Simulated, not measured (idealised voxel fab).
The document below concerns the process module designated voxel ribs on slabs.
Square cell edge 5 nm, section width 290 nm, ID cut.
Square cells in a grid make up a cross-section in this document, and the grid is given as bands, listed from the top down, each one or more rows of cells.
Top height, bottom height, nm. Materials left to right, width each, nm. Single material + "everywhere" = fills band edge to edge. "blank" = empty.
Height is counted from the level 0, under which the received wafer is composed throughout of one material. The lowest of the bands is not closed at the bottom but continues downward, in the notation "0..down".
You'd read "30->40" like this: the band's top row of cells is as wide as the first number, its bottom row is as wide as the second, and going down, every row changes width by the same amount as the row before did.
Key: "stayed the same" - step with no changed cell in the cross-section.
The list in "Completely enclosed voids" covers empty spaces of 8 cells or more that cannot reach the top through any open way, and it gives each as width x height at distance; the distance is from the left edge, and width, height and distance are in nm.
Where a step's line continues beyond its settings, the continuation is a remark by the simulator itself on that step.
overlay nm: on a step with a mask, how far right of its planned place the mask lay; negative means left.

[Process steps (planned)]
1 RECEIVE (material Si)
2 DIRECTIONAL_DEP (material SiO2; thk nm 30)
3 DIRECTIONAL_DEP (material polySi; thk nm 20)
4 MASKED_ETCH (tone cover; mask id RIB; width nm 25; etch materials polySi; depth nm 5; overlay nm 0)
5 PATTERN (tone cover; mask id SLAB; material resist; width nm 55; thk nm 15; overlay nm 0)
6 DIRECTIONAL_ETCH (etch materials polySi; depth nm 15)
7 STRIP (etch materials resist)
8 FILL_DEP (material SiO2; thk nm 20)
9 CMP (height nm 60)
10 DIRECTIONAL_DEP (material W; thk nm 5)
11 MASKED_ETCH (tone cover; mask id HEATER; width nm 35; etch materials W; depth nm 5; overlay nm -15)
12 CONFORMAL_DEP (material SiN; thk nm 10)
Variable across wafers: step 11 overlay nm (plan value is that of the first wafer; starting state common to all).

[Received wafers, first of several: cross-section after step 1]
	0..down  Si everywhere
	Completely enclosed voids: none

[Cross-section, first of several wafers, end of module, after last step 12]
	75..70  blank 100 nm, SiN 55 nm, blank 135 nm
	70..65  SiN everywhere
	65..60  SiN 110 nm, W 35 nm, SiN 145 nm
	60..50  SiO2 everywhere
	50..45  SiO2 130 nm, polySi 25 nm, SiO2 135 nm
	45..30  SiO2 115 nm, polySi 55 nm, SiO2 120 nm
	30..0  SiO2 everywhere
	0..down  Si everywhere
	Completely enclosed voids: none

[Last wafer of the set, cross-sectioned at end of module]
	75..70  blank 130 nm, SiN 55 nm, blank 105 nm
	70..65  SiN everywhere
	65..60  SiN 140 nm, W 35 nm, SiN 115 nm
	60..50  SiO2 everywhere
	50..45  SiO2 130 nm, polySi 25 nm, SiO2 135 nm
	45..30  SiO2 115 nm, polySi 55 nm, SiO2 120 nm
	30..0  SiO2 everywhere
	0..down  Si everywhere
	Completely enclosed voids: none

[Basically each wafer gets a line in the table, showing it at the end of the module: material by material, the cells it gained (+) or lost (-) since we got it, then its closed voids]
overlay nm -15, +120 SiN, +658 SiO2, +7 W, +38 polySi, Completely enclosed voids: none
overlay nm -10, +120 SiN, +658 SiO2, +7 W, +38 polySi, Completely enclosed voids: none
overlay nm -5, +120 SiN, +658 SiO2, +7 W, +38 polySi, Completely enclosed voids: none
overlay nm 0, +120 SiN, +658 SiO2, +7 W, +38 polySi, Completely enclosed voids: none
overlay nm 5, +120 SiN, +658 SiO2, +7 W, +38 polySi, Completely enclosed voids: none
overlay nm 10, +120 SiN, +658 SiO2, +7 W, +38 polySi, Completely enclosed voids: none
overlay nm 15, +120 SiN, +658 SiO2, +7 W, +38 polySi, Completely enclosed voids: none
